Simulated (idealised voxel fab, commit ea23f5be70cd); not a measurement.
This is a process module. Its name is voxel self aligned vias.
For reference, the cross-section in this document is cut, with width 300 nm and square cells of 5 nm.
Throughout this document, each cross-section is represented as a grid of square cells and is presented as a sequence of bands enumerated from the top downward, where a band comprises one or more rows of cells.
Within each band entry, the heights of the top and of the bottom of the band appear first, in that order and in nm; the materials of the band then follow from left to right, each with its corresponding width in nm. The designation "everywhere" on a single material indicates that it fills the band from edge to edge; the designation "empty" indicates empty space.
Height 0 is the level under which the wafer as received is all one material. The lowest band goes on downwards, as in "0 nm and below".
Read "30 to 40" as a graded width: first number on top, second number at the bottom, same change between each pair of neighbouring rows.
Take "left unchanged" at face value: in the step it is given for, the cross-section changed in none of its cells.
Enclosed voids (no open way to top), threshold 8 cells or more, entry "Enclosed void listing", notation width x height at distance, distance from left edge, nm.
Anything after a step's settings on that line? It's the simulator's own note about the step.
On any step carrying a mask, the "overlay nm" setting, if present on the step's line, tells how far right of its planned place the mask lay; negative values point to the left.

plan:
1. RECEIVE with material Si
2. CONFORMAL_DEP with material SiO2, thk nm 10
3. CONFORMAL_DEP with material SiCN, thk nm 5
4. DIRECTIONAL_DEP with material SiO2, thk nm 25
5. DIRECTIONAL_DEP with material aC, thk nm 15
6. PATTERN with tone open, mask id LINES, material resist, width nm 30, pitch nm 60, thk nm 30, overlay nm 0
7. DIRECTIONAL_ETCH with etch materials aC, depth nm 15
8. STRIP with etch materials resist
9. DIRECTIONAL_ETCH with etch materials SiO2, depth nm 25
10. STRIP with etch materials aC
11. CONFORMAL_DEP with material TiN, thk nm 5
12. FILL_DEP with material W, thk nm 5
13. CMP with height nm 40
14. SELECTIVE_ETCH with etch materials W Ru TiN, depth nm 10
15. FILL_DEP with material SiN, thk nm 10
16. CMP with height nm 40
17. DIRECTIONAL_DEP with material SiO2, thk nm 20
18. MASKED_ETCH with tone open, mask id VIAS, width nm 40, pitch nm 120, etch materials SiO2, depth nm 20, overlay nm 0
19. MASKED_ETCH with tone open, mask id VIAS, width nm 40, pitch nm 120, etch materials SiN, depth nm 10, overlay nm 0
20. CONFORMAL_DEP with material TiN, thk nm 5
21. FILL_DEP with material W, thk nm 5
22. CMP with height nm 60
23. CONFORMAL_DEP with material SiN, thk nm 5

Incoming wafer, cross-sectional view, post step 1:
- 0 nm and below: Si everywhere
- Enclosed void listing: none

The first of the two wafers as seen in cross-section once the module was finished; processing followed the plan:
- 65 nm to 60 nm: SiN everywhere
- 60 nm to 45 nm: 70 nm SiO2 | 5 nm TiN | 30 nm W | 5 nm TiN | 80 nm SiO2 | 5 nm TiN | 30 nm W | 5 nm TiN | 70 nm SiO2
- 45 nm to 40 nm: 70 nm SiO2 | 10 nm TiN | 20 nm W | 10 nm TiN | 80 nm SiO2 | 10 nm TiN | 20 nm W | 10 nm TiN | 70 nm SiO2
- 40 nm to 35 nm: 75 nm SiO2 | 5 nm TiN | 20 nm W | 5 nm TiN | 30 nm SiO2 | 30 nm SiN | 30 nm SiO2 | 5 nm TiN | 20 nm W | 5 nm TiN | 75 nm SiO2
- 35 nm to 30 nm: 75 nm SiO2 | 30 nm TiN | 30 nm SiO2 | 30 nm SiN | 30 nm SiO2 | 30 nm TiN | 75 nm SiO2
- 30 nm to 20 nm: 75 nm SiO2 | 5 nm TiN | 20 nm W | 5 nm TiN | 30 nm SiO2 | 5 nm TiN | 20 nm W | 5 nm TiN | 30 nm SiO2 | 5 nm TiN | 20 nm W | 5 nm TiN | 75 nm SiO2
- 20 nm to 15 nm: 75 nm SiO2 | 30 nm TiN | 30 nm SiO2 | 30 nm TiN | 30 nm SiO2 | 30 nm TiN | 75 nm SiO2
- 15 nm to 10 nm: SiCN everywhere
- 10 nm to 0 nm: SiO2 everywhere
- 0 nm and below: Si everywhere
- Enclosed void listing: none

End of module, second wafer, cross-section. Started like the first, planned like the first, run with one mistake:
- 65 nm to 60 nm: SiN everywhere
- 60 nm to 40 nm: 70 nm SiO2 | 5 nm TiN | 30 nm W | 5 nm TiN | 80 nm SiO2 | 5 nm TiN | 30 nm W | 5 nm TiN | 70 nm SiO2
- 40 nm to 35 nm: 70 nm SiN | 10 nm TiN | 20 nm W | 10 nm TiN | 80 nm SiN | 10 nm TiN | 20 nm W | 10 nm TiN | 70 nm SiN
- 35 nm to 30 nm: 75 nm SiO2 | 30 nm TiN | 30 nm SiO2 | 30 nm SiN | 30 nm SiO2 | 30 nm TiN | 75 nm SiO2
- 30 nm to 20 nm: 75 nm SiO2 | 5 nm TiN | 20 nm W | 5 nm TiN | 30 nm SiO2 | 5 nm TiN | 20 nm W | 5 nm TiN | 30 nm SiO2 | 5 nm TiN | 20 nm W | 5 nm TiN | 75 nm SiO2
- 20 nm to 15 nm: 75 nm SiO2 | 30 nm TiN | 30 nm SiO2 | 30 nm TiN | 30 nm SiO2 | 30 nm TiN | 75 nm SiO2
- 15 nm to 10 nm: SiCN everywhere
- 10 nm to 0 nm: SiO2 everywhere
- 0 nm and below: Si everywhere
- Enclosed void listing: none
Want to know what went wrong? step 4 off recipe, ran as DIRECTIONAL_DEP with material SiO2, thk nm 20
The second wafer ends with more or fewer cells of some materials than the first, per final count: 38 more of SiN; 42 fewer of SiO2; 4 more of W
